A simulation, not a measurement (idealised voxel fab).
process module | voxel local oxidation
cross-section cut | 220 nm wide | cells 5 nm
A cross-section is a grid of square cells, given in bands from the top down. A band is one or more rows of cells.
Each band's line starts with the height of the band's top and of its bottom, in nm. Then come its materials from left to right, each with its width in nm. One material with "throughout" fills the band from edge to edge. "air" is empty space.
Height 0 is the level under which the wafer as received is all one material. The lowest band goes on downwards, as in "0 down".
A width such as "30 to 40" changes by the same amount from each row of cells to the next, from the band's top row to its bottom row.
"no change" after a step means that no cell of the cross-section changed.
closed voids: empty space of 8 cells or more with no open way to the top, each as width x height at its distance from the left edge, in nm
after a step's settings: what the simulator itself notes on the step
overlay nm, on a step with a mask: how far to the right of its planned place the mask lay; to the left if negative
plan
1 op RECEIVE | material Si
2 op CONFORMAL_DEP | material SiO2 | thk nm 5
3 op CONFORMAL_DEP | material SiN | thk nm 10
4 op MASKED_ETCH | tone cover | mask id ACTIVE | width nm 95 | etch materials SiN | depth nm 10 | overlay nm 0
5 op SELECTIVE_ETCH | etch materials SiO2 | depth nm 5
6 op OXIDIZE | depth nm 15
7 op STRIP | etch materials SiN
as received, after step 1
  0 down: Si throughout
  closed voids: none
a wafer at the end: this start, this plan, one mistake
  10 to 0: SiO2 throughout
  0 down: Si throughout
  closed voids: none
what went wrong: step 3 ran as: op CONFORMAL_DEP | material SiO2 | thk nm 10
